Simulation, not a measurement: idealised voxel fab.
You're looking at the process module voxel fin reveal.
cross-section cut | 270 nm wide | cells 5 nm
Just so we're on the same page, the cross-sections are grids of square cells, and they're listed out in bands top to bottom, each band one or more rows deep. Band entry format. Leading values: height of top, height of bottom, nm. Remainder: materials in left-to-right order, each with its width in nm. Special words: "everywhere" on a single material, which then fills the band edge to edge; "blank", empty space. Heads up on the height convention: 0 is the point under which the incoming wafer is all one material, and the lowest band has no bottom, it just keeps going down, like "from 0 down". A two-number width, for instance "30 to 40", indicates that the width is equal to the first number in the top row of the band and to the second number in the bottom row, and that it changes by a constant amount per row of cells. The cross-section has no changed cell in any step marked "remained the same". "Enclosed voids": sealed empty spaces, 8 cells or more, no open way to top, listed width x height at distance, with distance from the left edge and width, height and distance in nm. Post-settings text on a step line: simulator's own remark regarding the step. overlay nm: step with mask; distance mask lay right of planned place; negative value = left of planned place. The remainder of this document consists of a sequence of paired cross-sections. Each pair presents the cross-section prior to one process step together with the cross-section following it, the latter being rendered only as deep as the lowest band that underwent change. The intervening step, together with its settings, is stated beneath each pair. Because the pairs may originate from different runs of this module on the same starting wafer, a given pair is to be read as continuing from the preceding pair only where its entry headed "State before step" so indicates.
## State before step
    from 0 down: Si everywhere
    Enclosed voids: none
## Post-Process Section
    from 5 to 0: SiN everywhere
    Unchanged below 0.
    Enclosed voids: none
Step, before to after (see cross-sections above): CONFORMAL_DEP: material SiN, thk nm 5
State before step: the after view from the pair directly above serves as the before view here.
## Post-Process Section
    from 5 to 0: 85 of blank | 15 of SiN | 25 of blank | 15 of SiN | 25 of blank | 15 of SiN | 90 of blank
    Unchanged below 0.
    Enclosed voids: none
Step, before to after (see cross-sections above): MASKED_ETCH: tone cover, mask id FINS, width nm 15, pitch nm 40, etch materials SiN, depth nm 5, overlay nm 0
State before step: the after view from the pair directly above serves as the before view here.
## Post-Process Section
    from 5 to 0: 85 of blank | 15 of SiN | 25 of blank | 15 of SiN | 25 of blank | 15 of SiN | 90 of blank
    from 0 to -40: 85 of blank | 15 of Si | 25 of blank | 15 of Si | 25 of blank | 15 of Si | 90 of blank
    Unchanged below -40.
    Enclosed voids: none
Step, before to after (see cross-sections above): MASKED_ETCH: tone cover, mask id FINS, width nm 15, pitch nm 40, etch materials Si, depth nm 40, overlay nm 0
State before step: the after view from the pair directly above serves as the before view here.
## Post-Process Section
    from 5 to 0: 85 of blank | 15 of SiN | 25 of blank | 15 of SiN | 25 of blank | 15 of SiN | 90 of blank
    from 0 to -40: 85 of blank | 5 of SiO2 | 5 of Si | 5 of SiO2 | 25 of blank | 5 of SiO2 | 5 of Si | 5 of SiO2 | 25 of blank | 5 of SiO2 | 5 of Si | 5 of SiO2 | 90 of blank
    from -40 to -45: 90 of SiO2 | 5 of Si | 35 of SiO2 | 5 of Si | 35 of SiO2 | 5 of Si | 95 of SiO2
    Unchanged below -45.
    Enclosed voids: none
Step, before to after (see cross-sections above): OXIDIZE: depth nm 5
State before step: the after view from the pair directly above serves as the before view here.
## Post-Process Section
    from 15 to 5: SiO2 everywhere
    from 5 to 0: 85 of SiO2 | 15 of SiN | 25 of SiO2 | 15 of SiN | 25 of SiO2 | 15 of SiN | 90 of SiO2
    from 0 to -45: 90 of SiO2 | 5 of Si | 35 of SiO2 | 5 of Si | 35 of SiO2 | 5 of Si | 95 of SiO2
    Unchanged below -45.
    Enclosed voids: none
Step, before to after (see cross-sections above): FILL_DEP: material SiO2, thk nm 10
State before step: the after view from the pair directly above serves as the before view here.
## Post-Process Section
    from 5 to 0: 85 of SiO2 | 15 of SiN | 25 of SiO2 | 15 of SiN | 25 of SiO2 | 15 of SiN | 90 of SiO2
    Unchanged below 0.
    Enclosed voids: none
Step, before to after (see cross-sections above): CMP: height nm 5
State before step: the after view from the pair directly above serves as the before view here.
## Post-Process Section
    from 5 to 0: 85 of blank | 15 of SiN | 25 of blank | 15 of SiN | 25 of blank | 15 of SiN | 90 of blank
    from 0 to -15: 90 of blank | 5 of Si | 35 of blank | 5 of Si | 35 of blank | 5 of Si | 95 of blank
    Unchanged below -15.
    Enclosed voids: none
Step, before to after (see cross-sections above): SELECTIVE_ETCH: etch materials SiO2, depth nm 20
State before step: the after view from the pair directly above serves as the before view here.
## Post-Process Section
    from 0 to -15: 90 of blank | 5 of Si | 35 of blank | 5 of Si | 35 of blank | 5 of Si | 95 of blank
    Unchanged below -15.
    Enclosed voids: none
Step, before to after (see cross-sections above): STRIP: etch materials SiN
State before step: the after view from the pair directly above serves as the before view here.
## Post-Process Section
    from 5 to 0: 85 of blank | 15 of HfO2 | 25 of blank | 15 of HfO2 | 25 of blank | 15 of HfO2 | 90 of blank
    from 0 to -10: 85 of blank | 5 of HfO2 | 5 of Si | 5 of HfO2 | 25 of blank | 5 of HfO2 | 5 of Si | 5 of HfO2 | 25 of blank | 5 of HfO2 | 5 of Si | 5 of HfO2 | 90 of blank
    from -10 to -15: 90 of HfO2 | 5 of Si | 35 of HfO2 | 5 of Si | 35 of HfO2 | 5 of Si | 95 of HfO2
    Unchanged below -15.
    Enclosed voids: none
Step, before to after (see cross-sections above): CONFORMAL_DEP: material HfO2, thk nm 5
## State before step
    from 5 to 0: 85 of blank | 15 of SiN | 25 of blank | 15 of SiN | 25 of blank | 15 of SiN | 90 of blank
    from 0 to -15: 90 of blank | 5 of Si | 35 of blank | 5 of Si | 35 of blank | 5 of Si | 95 of blank
    from -15 to -45: 90 of SiO2 | 5 of Si | 35 of SiO2 | 5 of Si | 35 of SiO2 | 5 of Si | 95 of SiO2
    from -45 down: Si everywhere
    Enclosed voids: none
## Post-Process Section
    from 5 to 0: 85 of blank | 15 of SiN | 25 of blank | 15 of SiN | 25 of blank | 15 of SiN | 90 of blank
    from 0 to -35: 90 of blank | 5 of Si | 35 of blank | 5 of Si | 35 of blank | 5 of Si | 95 of blank
    Unchanged below -35.
    Enclosed voids: none
Step, before to after (see cross-sections above): SELECTIVE_ETCH: etch materials SiO2, depth nm 20
State before step: the after view from the pair directly above serves as the before view here.
## Post-Process Section
    from 0 to -35: 90 of blank | 5 of Si | 35 of blank | 5 of Si | 35 of blank | 5 of Si | 95 of blank
    Unchanged below -35.
    Enclosed voids: none
Step, before to after (see cross-sections above): STRIP: etch materials SiN
State before step: the after view from the pair directly above serves as the before view here.
## Post-Process Section
    from 5 to 0: 85 of blank | 15 of HfO2 | 25 of blank | 15 of HfO2 | 25 of blank | 15 of HfO2 | 90 of blank
    from 0 to -30: 85 of blank | 5 of HfO2 | 5 of Si | 5 of HfO2 | 25 of blank | 5 of HfO2 | 5 of Si | 5 of HfO2 | 25 of blank | 5 of HfO2 | 5 of Si | 5 of HfO2 | 90 of blank
    from -30 to -35: 90 of HfO2 | 5 of Si | 35 of HfO2 | 5 of Si | 35 of HfO2 | 5 of Si | 95 of HfO2
    Unchanged below -35.
    Enclosed voids: none
Step, before to after (see cross-sections above): CONFORMAL_DEP: material HfO2, thk nm 5
## State before step
    from 5 to 0: 85 of SiO2 | 15 of SiN | 25 of SiO2 | 15 of SiN | 25 of SiO2 | 15 of SiN | 90 of SiO2
    from 0 to -45: 90 of SiO2 | 5 of Si | 35 of SiO2 | 5 of Si | 35 of SiO2 | 5 of Si | 95 of SiO2
    from -45 down: Si everywhere
    Enclosed voids: none
## Post-Process Section
    from 5 to 0: 85 of SiO2 | 15 of blank | 25 of SiO2 | 15 of blank | 25 of SiO2 | 15 of blank | 90 of SiO2
    Unchanged below 0.
    Enclosed voids: none
Step, before to after (see cross-sections above): STRIP: etch materials SiN
State before step: the after view from the pair directly above serves as the before view here.
## Post-Process Section
    from 0 to -15: 90 of blank | 5 of Si | 35 of blank | 5 of Si | 35 of blank | 5 of Si | 95 of blank
    from -15 to -20: 65 of SiO2 | 25 of blank | 5 of Si | 35 of blank | 5 of Si | 35 of blank | 5 of Si | 25 of blank | 70 of SiO2
    Unchanged below -20.
    Enclosed voids: none
Step, before to after (see cross-sections above): SELECTIVE_ETCH: etch materials SiO2, depth nm 20
State before step: the after view from the pair directly above serves as the before view here.
## Post-Process Section
    from 5 to 0: 85 of blank | 15 of HfO2 | 25 of blank | 15 of HfO2 | 25 of blank | 15 of HfO2 | 90 of blank
    from 0 to -10: 85 of blank | 5 of HfO2 | 5 of Si | 5 of HfO2 | 25 of blank | 5 of HfO2 | 5 of Si | 5 of HfO2 | 25 of blank | 5 of HfO2 | 5 of Si | 5 of HfO2 | 90 of blank
    from -10 to -15: 70 of HfO2 | 15 of blank | 5 of HfO2 | 5 of Si | 5 of HfO2 | 25 of blank | 5 of HfO2 | 5 of Si | 5 of HfO2 | 25 of blank | 5 of HfO2 | 5 of Si | 5 of HfO2 | 15 of blank | 75 of HfO2
    from -15 to -20: 65 of SiO2 | 25 of HfO2 | 5 of Si | 35 of HfO2 | 5 of Si | 35 of HfO2 | 5 of Si | 25 of HfO2 | 70 of SiO2
    Unchanged below -20.
    Enclosed voids: none
Step, before to after (see cross-sections above): CONFORMAL_DEP: material HfO2, thk nm 5
## State before step
    from 5 to 0: 85 of blank | 15 of SiN | 25 of blank | 15 of SiN | 25 of blank | 15 of SiN | 90 of blank
    from 0 down: Si everywhere
    Enclosed voids: none
## Post-Process Section
    from 5 to 0: 85 of blank | 15 of SiN | 25 of blank | 15 of SiN | 25 of blank | 15 of SiN | 90 of blank
    from 0 to -30: 85 of blank | 15 of Si | 25 of blank | 15 of Si | 25 of blank | 15 of Si | 90 of blank
    Unchanged below -30.
    Enclosed voids: none
Step, before to after (see cross-sections above): MASKED_ETCH: tone cover, mask id FINS, width nm 15, pitch nm 40, etch materials Si, depth nm 30, overlay nm 0
State before step: the after view from the pair directly above serves as the before view here.
## Post-Process Section
    from 5 to 0: 85 of blank | 15 of SiN | 25 of blank | 15 of SiN | 25 of blank | 15 of SiN | 90 of blank
    from 0 to -30: 85 of blank | 5 of SiO2 | 5 of Si | 5 of SiO2 | 25 of blank | 5 of SiO2 | 5 of Si | 5 of SiO2 | 25 of blank | 5 of SiO2 | 5 of Si | 5 of SiO2 | 90 of blank
    from -30 to -35: 90 of SiO2 | 5 of Si | 35 of SiO2 | 5 of Si | 35 of SiO2 | 5 of Si | 95 of SiO2
    Unchanged below -35.
    Enclosed voids: none
Step, before to after (see cross-sections above): OXIDIZE: depth nm 5
State before step: the after view from the pair directly above serves as the before view here.
## Post-Process Section
    from 15 to 5: SiO2 everywhere
    from 5 to 0: 85 of SiO2 | 15 of SiN | 25 of SiO2 | 15 of SiN | 25 of SiO2 | 15 of SiN | 90 of SiO2
    from 0 to -35: 90 of SiO2 | 5 of Si | 35 of SiO2 | 5 of Si | 35 of SiO2 | 5 of Si | 95 of SiO2
    Unchanged below -35.
    Enclosed voids: none
Step, before to after (see cross-sections above): FILL_DEP: material SiO2, thk nm 10
State before step: the after view from the pair directly above serves as the before view here.
## Post-Process Section
    from 5 to 0: 85 of SiO2 | 15 of SiN | 25 of SiO2 | 15 of SiN | 25 of SiO2 | 15 of SiN | 90 of SiO2
    Unchanged below 0.
    Enclosed voids: none
Step, before to after (see cross-sections above): CMP: height nm 5
State before step: the after view from the pair directly above serves as the before view here.
## Post-Process Section
    from 5 to 0: 85 of blank | 15 of SiN | 25 of blank | 15 of SiN | 25 of blank | 15 of SiN | 90 of blank
    from 0 to -15: 90 of blank | 5 of Si | 35 of blank | 5 of Si | 35 of blank | 5 of Si | 95 of blank
    Unchanged below -15.
    Enclosed voids: none
Step, before to after (see cross-sections above): SELECTIVE_ETCH: etch materials SiO2, depth nm 20
State before step: the after view from the pair directly above serves as the before view here.
## Post-Process Section
    from 0 to -15: 90 of blank | 5 of Si | 35 of blank | 5 of Si | 35 of blank | 5 of Si | 95 of blank
    Unchanged below -15.
    Enclosed voids: none
Step, before to after (see cross-sections above): STRIP: etch materials SiN
State before step: the after view from the pair directly above serves as the before view here.
## Post-Process Section
    from 5 to 0: 85 of blank | 15 of HfO2 | 25 of blank | 15 of HfO2 | 25 of blank | 15 of HfO2 | 90 of blank
    from 0 to -10: 85 of blank | 5 of HfO2 | 5 of Si | 5 of HfO2 | 25 of blank | 5 of HfO2 | 5 of Si | 5 of HfO2 | 25 of blank | 5 of HfO2 | 5 of Si | 5 of HfO2 | 90 of blank
    from -10 to -15: 90 of HfO2 | 5 of Si | 35 of HfO2 | 5 of Si | 35 of HfO2 | 5 of Si | 95 of HfO2
    Unchanged below -15.
    Enclosed voids: none
Step, before to after (see cross-sections above): CONFORMAL_DEP: material HfO2, thk nm 5
## State before step
    from 5 to 0: SiN everywhere
    from 0 down: Si everywhere
    Enclosed voids: none
## Post-Process Section
    from 5 to 0: 85 of blank | 20 of SiN | 20 of blank | 20 of SiN | 20 of blank | 20 of SiN | 85 of blank
    Unchanged below 0.
    Enclosed voids: none
Step, before to after (see cross-sections above): MASKED_ETCH: tone cover, mask id FINS, width nm 20, pitch nm 40, etch materials SiN, depth nm 5, overlay nm 0
State before step: the after view from the pair directly above serves as the before view here.
## Post-Process Section
    from 5 to 0: 85 of blank | 20 of SiN | 20 of blank | 20 of SiN | 20 of blank | 20 of SiN | 85 of blank
    from 0 to -40: 85 of blank | 20 of Si | 20 of blank | 20 of Si | 20 of blank | 20 of Si | 85 of blank
    Unchanged below -40.
    Enclosed voids: none
Step, before to after (see cross-sections above): MASKED_ETCH: tone cover, mask id FINS, width nm 15, pitch nm 40, etch materials Si, depth nm 40, overlay nm 0
State before step: the after view from the pair directly above serves as the before view here.
## Post-Process Section
    from 5 to 0: 85 of blank | 20 of SiN | 20 of blank | 20 of SiN | 20 of blank | 20 of SiN | 85 of blank
    from 0 to -40: 85 of blank | 5 of SiO2 | 10 of Si | 5 of SiO2 | 20 of blank | 5 of SiO2 | 10 of Si | 5 of SiO2 | 20 of blank | 5 of SiO2 | 10 of Si | 5 of SiO2 | 85 of blank
    from -40 to -45: 90 of SiO2 | 10 of Si | 30 of SiO2 | 10 of Si | 30 of SiO2 | 10 of Si | 90 of SiO2
    Unchanged below -45.
    Enclosed voids: none
Step, before to after (see cross-sections above): OXIDIZE: depth nm 5
State before step: the after view from the pair directly above serves as the before view here.
## Post-Process Section
    from 15 to 5: SiO2 everywhere
    from 5 to 0: 85 of SiO2 | 20 of SiN | 20 of SiO2 | 20 of SiN | 20 of SiO2 | 20 of SiN | 85 of SiO2
    from 0 to -45: 90 of SiO2 | 10 of Si | 30 of SiO2 | 10 of Si | 30 of SiO2 | 10 of Si | 90 of SiO2
    Unchanged below -45.
    Enclosed voids: none
Step, before to after (see cross-sections above): FILL_DEP: material SiO2, thk nm 10
State before step: the after view from the pair directly above serves as the before view here.
## Post-Process Section
    from 5 to 0: 85 of SiO2 | 20 of SiN | 20 of SiO2 | 20 of SiN | 20 of SiO2 | 20 of SiN | 85 of SiO2
    Unchanged below 0.
    Enclosed voids: none
Step, before to after (see cross-sections above): CMP: height nm 5
State before step: the after view from the pair directly above serves as the before view here.
## Post-Process Section
    from 5 to 0: 85 of blank | 20 of SiN | 20 of blank | 20 of SiN | 20 of blank | 20 of SiN | 85 of blank
    from 0 to -15: 90 of blank | 10 of Si | 30 of blank | 10 of Si | 30 of blank | 10 of Si | 90 of blank
    Unchanged below -15.
    Enclosed voids: none
Step, before to after (see cross-sections above): SELECTIVE_ETCH: etch materials SiO2, depth nm 20
State before step: the after view from the pair directly above serves as the before view here.
## Post-Process Section
    from 0 to -15: 90 of blank | 10 of Si | 30 of blank | 10 of Si | 30 of blank | 10 of Si | 90 of blank
    Unchanged below -15.
    Enclosed voids: none
Step, before to after (see cross-sections above): STRIP: etch materials SiN
State before step: the after view from the pair directly above serves as the before view here.
## Post-Process Section
    from 5 to 0: 85 of blank | 20 of HfO2 | 20 of blank | 20 of HfO2 | 20 of blank | 20 of HfO2 | 85 of blank
    from 0 to -10: 85 of blank | 5 of HfO2 | 10 of Si | 5 of HfO2 | 20 of blank | 5 of HfO2 | 10 of Si | 5 of HfO2 | 20 of blank | 5 of HfO2 | 10 of Si | 5 of HfO2 | 85 of blank
    from -10 to -15: 90 of HfO2 | 10 of Si | 30 of HfO2 | 10 of Si | 30 of HfO2 | 10 of Si | 90 of HfO2
    Unchanged below -15.
    Enclosed voids: none
Step, before to after (see cross-sections above): CONFORMAL_DEP: material HfO2, thk nm 5
## State before step
    from 5 to 0: 85 of blank | 15 of SiN | 25 of blank | 15 of SiN | 25 of blank | 15 of SiN | 90 of blank
    from 0 down: Si everywhere
    Enclosed voids: none
## Post-Process Section
    from 5 to 0: 85 of blank | 15 of SiN | 25 of blank | 15 of SiN | 25 of blank | 15 of SiN | 90 of blank
    from 0 to -40: 80 of blank | 20 of Si | 20 of blank | 20 of Si | 20 of blank | 20 of Si | 90 of blank
    Unchanged below -40.
    Enclosed voids: none
Step, before to after (see cross-sections above): MASKED_ETCH: tone cover, mask id FINS, width nm 15, pitch nm 40, etch materials Si, depth nm 40, overlay nm -5
State before step: the after view from the pair directly above serves as the before view here.
## Post-Process Section
    from 5 to 0: 85 of blank | 15 of SiN | 25 of blank | 15 of SiN | 25 of blank | 15 of SiN | 90 of blank
    from 0 to -5: 80 of blank | 10 of SiO2 | 5 of Si | 5 of SiO2 | 20 of blank | 10 of SiO2 | 5 of Si | 5 of SiO2 | 20 of blank | 10 of SiO2 | 5 of Si | 5 of SiO2 | 90 of blank
    from -5 to -40: 80 of blank | 5 of SiO2 | 10 of Si | 5 of SiO2 | 20 of blank | 5 of SiO2 | 10 of Si | 5 of SiO2 | 20 of blank | 5 of SiO2 | 10 of Si | 5 of SiO2 | 90 of blank
    from -40 to -45: 85 of SiO2 | 10 of Si | 30 of SiO2 | 10 of Si | 30 of SiO2 | 10 of Si | 95 of SiO2
    Unchanged below -45.
    Enclosed voids: none
Step, before to after (see cross-sections above): OXIDIZE: depth nm 5
State before step: the after view from the pair directly above serves as the before view here.
## Post-Process Section
    from 15 to 5: SiO2 everywhere
    from 5 to 0: 85 of SiO2 | 15 of SiN | 25 of SiO2 | 15 of SiN | 25 of SiO2 | 15 of SiN | 90 of SiO2
    from 0 to -5: 90 of SiO2 | 5 of Si | 35 of SiO2 | 5 of Si | 35 of SiO2 | 5 of Si | 95 of SiO2
    from -5 to -45: 85 of SiO2 | 10 of Si | 30 of SiO2 | 10 of Si | 30 of SiO2 | 10 of Si | 95 of SiO2
    Unchanged below -45.
    Enclosed voids: none
Step, before to after (see cross-sections above): FILL_DEP: material SiO2, thk nm 10
State before step: the after view from the pair directly above serves as the before view here.
## Post-Process Section
    from 5 to 0: 85 of SiO2 | 15 of SiN | 25 of SiO2 | 15 of SiN | 25 of SiO2 | 15 of SiN | 90 of SiO2
    Unchanged below 0.
    Enclosed voids: none
Step, before to after (see cross-sections above): CMP: height nm 5
State before step: the after view from the pair directly above serves as the before view here.
## Post-Process Section
    from 5 to 0: 85 of blank | 15 of SiN | 25 of blank | 15 of SiN | 25 of blank | 15 of SiN | 90 of blank
    from 0 to -5: 90 of blank | 5 of Si | 35 of blank | 5 of Si | 35 of blank | 5 of Si | 95 of blank
    from -5 to -15: 85 of blank | 10 of Si | 30 of blank | 10 of Si | 30 of blank | 10 of Si | 95 of blank
    Unchanged below -15.
    Enclosed voids: none
Step, before to after (see cross-sections above): SELECTIVE_ETCH: etch materials SiO2, depth nm 20
State before step: the after view from the pair directly above serves as the before view here.
## Post-Process Section
    from 0 to -5: 90 of blank | 5 of Si | 35 of blank | 5 of Si | 35 of blank | 5 of Si | 95 of blank
    Unchanged below -5.
    Enclosed voids: none
Step, before to after (see cross-sections above): STRIP: etch materials SiN
State before step: the after view from the pair directly above serves as the before view here.
## Post-Process Section
    from 5 to 0: 85 of blank | 15 of HfO2 | 25 of blank | 15 of HfO2 | 25 of blank | 15 of HfO2 | 90 of blank
    from 0 to -10: 80 of blank | 10 to 5 of HfO2 | 5 to 10 of Si | 5 of HfO2 | 20 of blank | 10 to 5 of HfO2 | 5 to 10 of Si | 5 of HfO2 | 20 of blank | 10 to 5 of HfO2 | 5 to 10 of Si | 5 of HfO2 | 90 of blank
    from -10 to -15: 85 of HfO2 | 10 of Si | 30 of HfO2 | 10 of Si | 30 of HfO2 | 10 of Si | 95 of HfO2
    Unchanged below -15.
    Enclosed voids: none
Step, before to after (see cross-sections above): CONFORMAL_DEP: material HfO2, thk nm 5
## State before step
    from 0 down: Si everywhere
    Enclosed voids: none
## Post-Process Section
    from 5 to 0: HfO2 everywhere
    Unchanged below 0.
    Enclosed voids: none
Step, before to after (see cross-sections above): CONFORMAL_DEP: material HfO2, thk nm 5
State before step: the after view from the pair directly above serves as the before view here.
## Post-Process Section
    from 15 to 5: SiO2 everywhere
    Unchanged below 5.
    Enclosed voids: none
Step, before to after (see cross-sections above): FILL_DEP: material SiO2, thk nm 10
State before step: the after view from the pair directly above serves as the before view here.
## Post-Process Section
    from 5 to 0: HfO2 everywhere
    Unchanged below 0.
    Enclosed voids: none
Step, before to after (see cross-sections above): CMP: height nm 5
State before step: the after view from the pair directly above serves as the before view here.
## Post-Process Section
    from 10 to 0: HfO2 everywhere
    Unchanged below 0.
    Enclosed voids: none
Step, before to after (see cross-sections above): CONFORMAL_DEP: material HfO2, thk nm 5
## State before step
    from 5 to 0: SiN everywhere
    from 0 down: Si everywhere
    Enclosed voids: none
## Post-Process Section
    from 5 to 0: 85 of SiN | 15 of blank | 25 of SiN | 15 of blank | 25 of SiN | 15 of blank | 90 of SiN
    Unchanged below 0.
    Enclosed voids: none
Step, before to after (see cross-sections above): MASKED_ETCH: tone open, mask id FINS, width nm 15, pitch nm 40, etch materials SiN, depth nm 5, overlay nm 0
State before step: the after view from the pair directly above serves as the before view here.
## Post-Process Section
    from 5 to 0: 85 of SiN | 15 of blank | 25 of SiN | 15 of blank | 25 of SiN | 15 of blank | 90 of SiN
    from 0 to -5: 80 of Si | 25 of SiO2 | 15 of Si | 25 of SiO2 | 15 of Si | 25 of SiO2 | 85 of Si
    Unchanged below -5.
    Enclosed voids: none
Step, before to after (see cross-sections above): OXIDIZE: depth nm 5
State before step: the after view from the pair directly above serves as the before view here.
## Post-Process Section
    from 15 to 5: SiO2 everywhere
    from 5 to 0: 85 of SiN | 15 of SiO2 | 25 of SiN | 15 of SiO2 | 25 of SiN | 15 of SiO2 | 90 of SiN
    Unchanged below 0.
    Enclosed voids: none
Step, before to after (see cross-sections above): FILL_DEP: material SiO2, thk nm 10
State before step: the after view from the pair directly above serves as the before view here.
## Post-Process Section
    from 5 to 0: 85 of SiN | 15 of SiO2 | 25 of SiN | 15 of SiO2 | 25 of SiN | 15 of SiO2 | 90 of SiN
    Unchanged below 0.
    Enclosed voids: none
Step, before to after (see cross-sections above): CMP: height nm 5
State before step: the after view from the pair directly above serves as the before view here.
## Post-Process Section
    from 5 to 0: 85 of SiN | 15 of blank | 25 of SiN | 15 of blank | 25 of SiN | 15 of blank | 90 of SiN
    from 0 to -5: 80 of Si | 25 of blank | 15 of Si | 25 of blank | 15 of Si | 25 of blank | 85 of Si
    Unchanged below -5.
    Enclosed voids: none
Step, before to after (see cross-sections above): SELECTIVE_ETCH: etch materials SiO2, depth nm 20
State before step: the after view from the pair directly above serves as the before view here.
## Post-Process Section
    from 0 to -5: 80 of Si | 25 of blank | 15 of Si | 25 of blank | 15 of Si | 25 of blank | 85 of Si
    Unchanged below -5.
    Enclosed voids: none
Step, before to after (see cross-sections above): STRIP: etch materials SiN
State before step: the after view from the pair directly above serves as the before view here.
## Post-Process Section
    from 5 to 0: 85 of HfO2 | 15 of blank | 25 of HfO2 | 15 of blank | 25 of HfO2 | 15 of blank | 90 of HfO2
    from 0 to -5: 80 of Si | 25 of HfO2 | 15 of Si | 25 of HfO2 | 15 of Si | 25 of HfO2 | 85 of Si
    Unchanged below -5.
    Enclosed voids: none
Step, before to after (see cross-sections above): CONFORMAL_DEP: material HfO2, thk nm 5
